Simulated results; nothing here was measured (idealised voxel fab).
The following is a process module called voxel wiring stack.
Pictured: cross-section cut, 220 nm wide, on a grid of 5 nm square cells.
Cross-section spec: square-cell grid; bands listed top down; each band is one or more rows.
Band: top and bottom heights (nm) first, top before bottom; then materials from left to right, widths in nm. "full width" marks a sole material filling the band edge to edge. "air" denotes empty space.
Height 0 is the level under which the wafer as received is all one material. The lowest band goes on downwards, as in "0 nm and below".
It should be noted that a width expressed as "30 to 40" varies in equal increments from row to row of cells within the band, taking the value of the first number at the top row and that of the second number at the bottom row.
Take "left unchanged" at face value: in the step it is given for, the cross-section changed in none of its cells.
If an empty space has no open way to the top and is at least 8 cells in size, "Unvented voids" lists it, written width x height at distance, where distance is measured from the left edge and every value is in nm.
Where a step's line continues beyond its settings, the continuation is a remark by the simulator itself on that step.
overlay nm: on a step with a mask, how far right of its planned place the mask lay; negative means left.

# The planned process steps are enumerated hereunder
step 1: RECEIVE (material Si)
step 2: CONFORMAL_DEP (material SiO2; thk nm 15)
step 3: DIRECTIONAL_DEP (material TiN; thk nm 5)
step 4: DIRECTIONAL_DEP (material W; thk nm 15)
step 5: DIRECTIONAL_DEP (material aC; thk nm 10)
step 6: PATTERN (tone cover; mask id METAL_1; material resist; width nm 25; pitch nm 40; thk nm 30; overlay nm 0)
step 7: DIRECTIONAL_ETCH (etch materials aC; depth nm 10)
step 8: STRIP (etch materials resist)
step 9: DIRECTIONAL_ETCH (etch materials W; depth nm 15)
step 10: DIRECTIONAL_ETCH (etch materials TiN; depth nm 5)
step 11: STRIP (etch materials aC)
step 12: CONFORMAL_DEP (material SiCN; thk nm 5)
step 13: FILL_DEP (material SiO2; thk nm 5)
step 14: CMP (height nm 35)
step 15: CONFORMAL_DEP (material SiCN; thk nm 5)
step 16: DIRECTIONAL_DEP (material SiO2; thk nm 30)
step 17: DIRECTIONAL_DEP (material aC; thk nm 10)
step 18: PATTERN (tone open; mask id METAL_2; material resist; width nm 25; pitch nm 40; thk nm 30; overlay nm 0)
step 19: DIRECTIONAL_ETCH (etch materials aC; depth nm 10)
step 20: STRIP (etch materials resist)
step 21: DIRECTIONAL_ETCH (etch materials SiO2; depth nm 15)
step 22: STRIP (etch materials aC)
step 23: MASKED_ETCH (tone open; mask id METAL_2_HOLES; width nm 15; pitch nm 40; etch materials SiO2; depth nm 15; overlay nm 0)
step 24: MASKED_ETCH (tone open; mask id METAL_2_HOLES; width nm 15; pitch nm 40; etch materials SiCN; depth nm 5; overlay nm 0)
step 25: CONFORMAL_DEP (material TiN; thk nm 5)
step 26: FILL_DEP (material Cu; thk nm 10)
step 27: CMP (height nm 70)
step 28: CONFORMAL_DEP (material SiN; thk nm 5)

# As-received state of the wafer in cross-section, equivalent to post-step 1
0 nm and below | Si full width
Unvented voids: none

# Module complete, cross-section. Starting point and plan per above. One mistake made in running the module
75 nm to 70 nm | SiN full width
70 nm to 60 nm | 75 nm SiO2, 5 nm TiN, 15 nm Cu, 5 nm TiN, 15 nm SiO2, 5 nm TiN, 15 nm Cu, 5 nm TiN, 80 nm SiO2
60 nm to 55 nm | 75 nm SiO2, 5 nm TiN, 10 nm Cu, 10 nm TiN, 15 nm SiO2, 5 nm TiN, 10 nm Cu, 10 nm TiN, 80 nm SiO2
55 nm to 45 nm | 75 nm SiO2, 5 nm TiN, 10 nm Cu, 5 nm TiN, 20 nm SiO2, 5 nm TiN, 10 nm Cu, 5 nm TiN, 85 nm SiO2
45 nm to 40 nm | 75 nm SiO2, 5 nm TiN, 5 nm Cu, 10 nm TiN, 20 nm SiO2, 5 nm TiN, 5 nm Cu, 10 nm TiN, 85 nm SiO2
40 nm to 35 nm | 75 nm SiCN, 15 nm TiN, 25 nm SiCN, 15 nm TiN, 90 nm SiCN
35 nm to 20 nm | 70 nm SiO2, 5 nm SiCN, 25 nm W, 5 nm SiCN, 5 nm SiO2, 5 nm SiCN, 25 nm W, 5 nm SiCN, 75 nm SiO2
20 nm to 15 nm | 75 nm SiCN, 25 nm TiN, 15 nm SiCN, 25 nm TiN, 80 nm SiCN
15 nm to 0 nm | SiO2 full width
0 nm and below | Si full width
Unvented voids: none
Deviation noted in wafer processing: heads up, step 23 didn't go per plan, it actually ran as MASKED_ETCH (tone open; mask id METAL_2_HOLES; width nm 20; pitch nm 40; etch materials SiO2; depth nm 15; overlay nm 0)
